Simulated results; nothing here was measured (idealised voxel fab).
Process module in this document: voxel capacitor over wiring
In the cross-section labelled cut, the width is 265 nm and each square cell is 5 nm.
A cross-section is a grid of square cells, given in bands from the top down. A band is one or more rows of cells. Within each band entry, the heights of the top and of the bottom of the band appear first, in that order and in nm; the materials of the band then follow from left to right, each with its corresponding width in nm. The designation "edge to edge" on a single material indicates that it fills the band from edge to edge; the designation "empty" indicates empty space. Measure heights from 0. That's the level where, below it, the as-received wafer is all one material. The lowest band is bottomless and extends downward; write it as in "0 down". Read "30..40" as a graded width: first number on top, second number at the bottom, same change between each pair of neighbouring rows. "same as before" for a step: no cell of the cross-section changed in that step. "Closed voids list" enumerates empty spaces isolated from the top, with no open way to it, that contain at least 8 cells, giving each as width x height at distance from the left edge, all three in nm. What comes after the settings on a step's line is commentary from the simulator itself on that step. overlay nm: how far to the right of its planned place the mask lay on this masked step (negative: to the left).
Here's what the planned process steps look like:
1,RECEIVE: material Si
2,CONFORMAL_DEP: material SiO2, thk nm 10
3,DIRECTIONAL_DEP: material TiN, thk nm 5
4,DIRECTIONAL_DEP: material Ru, thk nm 15
5,MASKED_ETCH: tone cover, mask id METAL_1, width nm 20, pitch nm 70, etch materials Ru, depth nm 15, overlay nm 0
6,MASKED_ETCH: tone cover, mask id METAL_1, width nm 20, pitch nm 70, etch materials TiN, depth nm 5, overlay nm 0
7,CONFORMAL_DEP: material SiCN, thk nm 5
8,FILL_DEP: material lowk, thk nm 10
9,CMP: height nm 30
10,CONFORMAL_DEP: material SiCN, thk nm 5
11,DIRECTIONAL_DEP: material lowk, thk nm 20
12,PATTERN: tone open, mask id PLUG_1, material resist, width nm 15, thk nm 15, overlay nm 0
13,DIRECTIONAL_ETCH: etch materials lowk, depth nm 20
14,DIRECTIONAL_ETCH: etch materials SiCN, depth nm 5
15,STRIP: etch materials resist
16,CONFORMAL_DEP: material TiN, thk nm 5
17,FILL_DEP: material Cu, thk nm 10
18,CMP: height nm 55
19,DIRECTIONAL_DEP: material TiN, thk nm 5
20,DIRECTIONAL_DEP: material HfO2, thk nm 5
21,DIRECTIONAL_DEP: material TiN, thk nm 5
22,PATTERN: tone cover, mask id UPPER_PLATE, material resist, width nm 55, thk nm 20, overlay nm 0
23,DIRECTIONAL_ETCH: etch materials TiN, depth nm 5
24,DIRECTIONAL_ETCH: etch materials HfO2, depth nm 5
25,STRIP: etch materials resist
26,MASKED_ETCH: tone cover, mask id LOWER_PLATE, width nm 65, etch materials TiN, depth nm 5, overlay nm 0
27,FILL_DEP: material SiO2, thk nm 15
28,CMP: height nm 80
29,PATTERN: tone open, mask id PLUG_2, material resist, width nm 15, thk nm 20, overlay nm 0
30,DIRECTIONAL_ETCH: etch materials SiO2, depth nm 10
31,STRIP: etch materials resist
32,CONFORMAL_DEP: material TiN, thk nm 5
33,FILL_DEP: material Cu, thk nm 10
34,CMP: height nm 80
35,CONFORMAL_DEP: material SiN, thk nm 5
On the first of the two wafers: run conducted according to plan:
Wafer cross-section on receipt, i.e. after step 1:
* 0 down: Si edge to edge
* Closed voids list: none
The wafer, seen in cross-section, after step 2:
* 10 to 0: SiO2 edge to edge
* Below a height of 0, the structure has not been altered.
The wafer, seen in cross-section, after step 3:
* 15 to 10: TiN edge to edge
* Below a height of 10, the structure has not been altered.
The wafer, seen in cross-section, after step 4:
* 30 to 15: Ru edge to edge
* Below a height of 15, the structure has not been altered.
The wafer, seen in cross-section, after step 5:
* 30 to 15: empty 85 nm; Ru 20 nm; empty 50 nm; Ru 20 nm; empty 90 nm
* Below a height of 15, the structure has not been altered.
The wafer, seen in cross-section, after step 6:
* 30 to 15: empty 85 nm; Ru 20 nm; empty 50 nm; Ru 20 nm; empty 90 nm
* 15 to 10: empty 85 nm; TiN 20 nm; empty 50 nm; TiN 20 nm; empty 90 nm
* Below a height of 10, the structure has not been altered.
The wafer, seen in cross-section, after step 7:
* 35 to 30: empty 80 nm; SiCN 30 nm; empty 40 nm; SiCN 30 nm; empty 85 nm
* 30 to 15: empty 80 nm; SiCN 5 nm; Ru 20 nm; SiCN 5 nm; empty 40 nm; SiCN 5 nm; Ru 20 nm; SiCN 5 nm; empty 85 nm
* 15 to 10: SiCN 85 nm; TiN 20 nm; SiCN 50 nm; TiN 20 nm; SiCN 90 nm
* Below a height of 10, the structure has not been altered.
The wafer, seen in cross-section, after step 8:
* 45 to 35: lowk edge to edge
* 35 to 30: lowk 80 nm; SiCN 30 nm; lowk 40 nm; SiCN 30 nm; lowk 85 nm
* 30 to 15: lowk 80 nm; SiCN 5 nm; Ru 20 nm; SiCN 5 nm; lowk 40 nm; SiCN 5 nm; Ru 20 nm; SiCN 5 nm; lowk 85 nm
* Below a height of 15, the structure has not been altered.
The wafer, seen in cross-section, after step 9:
* 30 to 15: lowk 80 nm; SiCN 5 nm; Ru 20 nm; SiCN 5 nm; lowk 40 nm; SiCN 5 nm; Ru 20 nm; SiCN 5 nm; lowk 85 nm
* Below a height of 15, the structure has not been altered.
The wafer, seen in cross-section, after step 10:
* 35 to 30: SiCN edge to edge
* Below a height of 30, the structure has not been altered.
The wafer, seen in cross-section, after step 11:
* 55 to 35: lowk edge to edge
* Below a height of 35, the structure has not been altered.
The wafer, seen in cross-section, after step 12:
* 70 to 55: resist 90 nm; empty 15 nm; resist 160 nm
* Below a height of 55, the structure has not been altered.
The wafer, seen in cross-section, after step 13:
* 70 to 55: resist 90 nm; empty 15 nm; resist 160 nm
* 55 to 35: lowk 90 nm; empty 15 nm; lowk 160 nm
* Below a height of 35, the structure has not been altered.
The wafer, seen in cross-section, after step 14:
* 70 to 55: resist 90 nm; empty 15 nm; resist 160 nm
* 55 to 35: lowk 90 nm; empty 15 nm; lowk 160 nm
* 35 to 30: SiCN 90 nm; empty 15 nm; SiCN 160 nm
* Below a height of 30, the structure has not been altered.
The wafer, seen in cross-section, after step 15:
* 55 to 35: lowk 90 nm; empty 15 nm; lowk 160 nm
* Below a height of 35, the structure has not been altered.
The wafer, seen in cross-section, after step 16:
* 60 to 55: TiN 95 nm; empty 5 nm; TiN 165 nm
* 55 to 35: lowk 90 nm; TiN 5 nm; empty 5 nm; TiN 5 nm; lowk 160 nm
* 35 to 30: SiCN 90 nm; TiN 15 nm; SiCN 160 nm
* Below a height of 30, the structure has not been altered.
The wafer, seen in cross-section, after step 17:
* 70 to 60: Cu edge to edge
* 60 to 55: TiN 95 nm; Cu 5 nm; TiN 165 nm
* 55 to 35: lowk 90 nm; TiN 5 nm; Cu 5 nm; TiN 5 nm; lowk 160 nm
* Below a height of 35, the structure has not been altered.
The wafer, seen in cross-section, after step 18:
* 55 to 35: lowk 90 nm; TiN 5 nm; Cu 5 nm; TiN 5 nm; lowk 160 nm
* Below a height of 35, the structure has not been altered.
The wafer, seen in cross-section, after step 19:
* 60 to 55: TiN edge to edge
* Below a height of 55, the structure has not been altered.
The wafer, seen in cross-section, after step 20:
* 65 to 60: HfO2 edge to edge
* Below a height of 60, the structure has not been altered.
The wafer, seen in cross-section, after step 21:
* 70 to 65: TiN edge to edge
* Below a height of 65, the structure has not been altered.
The wafer, seen in cross-section, after step 22:
* 90 to 70: empty 90 nm; resist 55 nm; empty 120 nm
* Below a height of 70, the structure has not been altered.
The wafer, seen in cross-section, after step 23:
* 90 to 70: empty 90 nm; resist 55 nm; empty 120 nm
* 70 to 65: empty 90 nm; TiN 55 nm; empty 120 nm
* Below a height of 65, the structure has not been altered.
The wafer, seen in cross-section, after step 24:
* 90 to 70: empty 90 nm; resist 55 nm; empty 120 nm
* 70 to 65: empty 90 nm; TiN 55 nm; empty 120 nm
* 65 to 60: empty 90 nm; HfO2 55 nm; empty 120 nm
* Below a height of 60, the structure has not been altered.
The wafer, seen in cross-section, after step 25:
* 70 to 65: empty 90 nm; TiN 55 nm; empty 120 nm
* Below a height of 65, the structure has not been altered.
The wafer, seen in cross-section, after step 26:
* 70 to 65: empty 90 nm; TiN 55 nm; empty 120 nm
* 65 to 60: empty 90 nm; HfO2 55 nm; empty 120 nm
* 60 to 55: empty 85 nm; TiN 65 nm; empty 115 nm
* Below a height of 55, the structure has not been altered.
The wafer, seen in cross-section, after step 27:
* 85 to 70: SiO2 edge to edge
* 70 to 65: SiO2 90 nm; TiN 55 nm; SiO2 120 nm
* 65 to 60: SiO2 90 nm; HfO2 55 nm; SiO2 120 nm
* 60 to 55: SiO2 85 nm; TiN 65 nm; SiO2 115 nm
* Below a height of 55, the structure has not been altered.
The wafer, seen in cross-section, after step 28:
* 80 to 70: SiO2 edge to edge
* Below a height of 70, the structure has not been altered.
The wafer, seen in cross-section, after step 29:
* 100 to 80: resist 100 nm; empty 15 nm; resist 150 nm
* Below a height of 80, the structure has not been altered.
The wafer, seen in cross-section, after step 30:
* 100 to 80: resist 100 nm; empty 15 nm; resist 150 nm
* 80 to 70: SiO2 100 nm; empty 15 nm; SiO2 150 nm
* Below a height of 70, the structure has not been altered.
The wafer, seen in cross-section, after step 31:
* 80 to 70: SiO2 100 nm; empty 15 nm; SiO2 150 nm
* Below a height of 70, the structure has not been altered.
The wafer, seen in cross-section, after step 32:
* 85 to 80: TiN 105 nm; empty 5 nm; TiN 155 nm
* 80 to 75: SiO2 100 nm; TiN 5 nm; empty 5 nm; TiN 5 nm; SiO2 150 nm
* 75 to 65: SiO2 100..90 nm; TiN 15..55 nm; SiO2 150..120 nm
* Below a height of 65, the structure has not been altered.
The wafer, seen in cross-section, after step 33:
* 95 to 85: Cu edge to edge
* 85 to 80: TiN 105 nm; Cu 5 nm; TiN 155 nm
* 80 to 75: SiO2 100 nm; TiN 5 nm; Cu 5 nm; TiN 5 nm; SiO2 150 nm
* Below a height of 75, the structure has not been altered.
The wafer, seen in cross-section, after step 34:
* 80 to 75: SiO2 100 nm; TiN 5 nm; Cu 5 nm; TiN 5 nm; SiO2 150 nm
* Below a height of 75, the structure has not been altered.
The wafer, seen in cross-section, after step 35:
* 85 to 80: SiN edge to edge
* Below a height of 80, the structure has not been altered.
Notes, second wafer: start = first wafer's, plan = first wafer's, execution had one mistake; history identical to first through step 12:
Cross-section of the second wafer at the time by which step 13 should have been completed according to the plan:
* 70 to 55: resist 90 nm; empty 15 nm; resist 160 nm
* 55 to 35: lowk 90 nm; empty 15 nm; lowk 160 nm
* Below a height of 35, the structure has not been altered.
Cross-section of the second wafer at the time by which step 14 should have been completed according to the plan:
* 70 to 55: resist 90 nm; empty 15 nm; resist 160 nm
* 55 to 35: lowk 90 nm; empty 15 nm; lowk 160 nm
* 35 to 30: SiCN 90 nm; empty 15 nm; SiCN 160 nm
* Below a height of 30, the structure has not been altered.
Cross-section of the second wafer at the time by which step 15 should have been completed according to the plan:
* 55 to 35: lowk 90 nm; empty 15 nm; lowk 160 nm
* Below a height of 35, the structure has not been altered.
Cross-section of the second wafer at the time by which step 16 should have been completed according to the plan:
* 60 to 55: TiN 95 nm; empty 5 nm; TiN 165 nm
* 55 to 35: lowk 90 nm; TiN 5 nm; empty 5 nm; TiN 5 nm; lowk 160 nm
* 35 to 30: SiCN 90 nm; TiN 15 nm; SiCN 160 nm
* Below a height of 30, the structure has not been altered.
Cross-section of the second wafer at the time by which step 17 should have been completed according to the plan:
* 70 to 60: Cu edge to edge
* 60 to 55: TiN 95 nm; Cu 5 nm; TiN 165 nm
* 55 to 35: lowk 90 nm; TiN 5 nm; Cu 5 nm; TiN 5 nm; lowk 160 nm
* Below a height of 35, the structure has not been altered.
Cross-section of the second wafer at the time by which step 18 should have been completed according to the plan:
* 55 to 35: lowk 90 nm; TiN 5 nm; Cu 5 nm; TiN 5 nm; lowk 160 nm
* Below a height of 35, the structure has not been altered.
Cross-section of the second wafer at the time by which step 19 should have been completed according to the plan:
* 60 to 55: TiN edge to edge
* Below a height of 55, the structure has not been altered.
Cross-section of the second wafer at the time by which step 20 should have been completed according to the plan:
* 65 to 60: HfO2 edge to edge
* Below a height of 60, the structure has not been altered.
Cross-section of the second wafer at the time by which step 21 should have been completed according to the plan:
* 70 to 65: TiN edge to edge
* Below a height of 65, the structure has not been altered.
Cross-section of the second wafer at the time by which step 22 should have been completed according to the plan:
* 90 to 70: empty 90 nm; resist 55 nm; empty 120 nm
* Below a height of 70, the structure has not been altered.
Cross-section of the second wafer at the time by which step 23 should have been completed according to the plan:
* 90 to 70: empty 90 nm; resist 55 nm; empty 120 nm
* 70 to 65: empty 90 nm; TiN 55 nm; empty 120 nm
* Below a height of 65, the structure has not been altered.
Cross-section of the second wafer at the time by which step 24 should have been completed according to the plan:
* 90 to 70: empty 90 nm; resist 55 nm; empty 120 nm
* 70 to 65: empty 90 nm; TiN 55 nm; empty 120 nm
* 65 to 60: empty 90 nm; HfO2 55 nm; empty 120 nm
* Below a height of 60, the structure has not been altered.
Cross-section of the second wafer at the time by which step 25 should have been completed according to the plan:
* 70 to 65: empty 90 nm; TiN 55 nm; empty 120 nm
* Below a height of 65, the structure has not been altered.
Cross-section of the second wafer at the time by which step 26 should have been completed according to the plan:
* 70 to 65: empty 90 nm; TiN 55 nm; empty 120 nm
* 65 to 60: empty 90 nm; HfO2 55 nm; empty 120 nm
* 60 to 55: empty 85 nm; TiN 65 nm; empty 115 nm
* Below a height of 55, the structure has not been altered.
Cross-section of the second wafer at the time by which step 27 should have been completed according to the plan:
* 85 to 70: SiO2 edge to edge
* 70 to 65: SiO2 90 nm; TiN 55 nm; SiO2 120 nm
* 65 to 60: SiO2 90 nm; HfO2 55 nm; SiO2 120 nm
* 60 to 55: SiO2 85 nm; TiN 65 nm; SiO2 115 nm
* Below a height of 55, the structure has not been altered.
Cross-section of the second wafer at the time by which step 28 should have been completed according to the plan:
* 80 to 70: SiO2 edge to edge
* Below a height of 70, the structure has not been altered.
Cross-section of the second wafer at the time by which step 29 should have been completed according to the plan:
* 100 to 80: resist 100 nm; empty 15 nm; resist 150 nm
* Below a height of 80, the structure has not been altered.
Cross-section of the second wafer at the time by which step 30 should have been completed according to the plan:
* 100 to 80: resist 100 nm; empty 15 nm; resist 150 nm
* 80 to 70: SiO2 100 nm; empty 15 nm; SiO2 150 nm
* Below a height of 70, the structure has not been altered.
Cross-section of the second wafer at the time by which step 31 should have been completed according to the plan:
* 80 to 70: SiO2 100 nm; empty 15 nm; SiO2 150 nm
* Below a height of 70, the structure has not been altered.
Cross-section of the second wafer at the time by which step 32 should have been completed according to the plan:
* 85 to 80: TiN 105 nm; empty 5 nm; TiN 155 nm
* 80 to 75: SiO2 100 nm; TiN 5 nm; empty 5 nm; TiN 5 nm; SiO2 150 nm
* 75 to 65: SiO2 100..90 nm; TiN 15..55 nm; SiO2 150..120 nm
* Below a height of 65, the structure has not been altered.
Cross-section of the second wafer at the time by which step 33 should have been completed according to the plan:
* 95 to 85: Cu edge to edge
* 85 to 80: TiN 105 nm; Cu 5 nm; TiN 155 nm
* 80 to 75: SiO2 100 nm; TiN 5 nm; Cu 5 nm; TiN 5 nm; SiO2 150 nm
* Below a height of 75, the structure has not been altered.
Cross-section of the second wafer at the time by which step 34 should have been completed according to the plan:
* 80 to 75: SiO2 100 nm; TiN 5 nm; Cu 5 nm; TiN 5 nm; SiO2 150 nm
* Below a height of 75, the structure has not been altered.
Cross-section of the second wafer at the time by which step 35 should have been completed according to the plan:
* 85 to 80: SiN edge to edge
* Below a height of 80, the structure has not been altered.
Want to know what went wrong? plan step 13 ran twice
The two wafers finish with the same cross-section, and therefore the mistake leaves the computed outcome of this model unchanged.
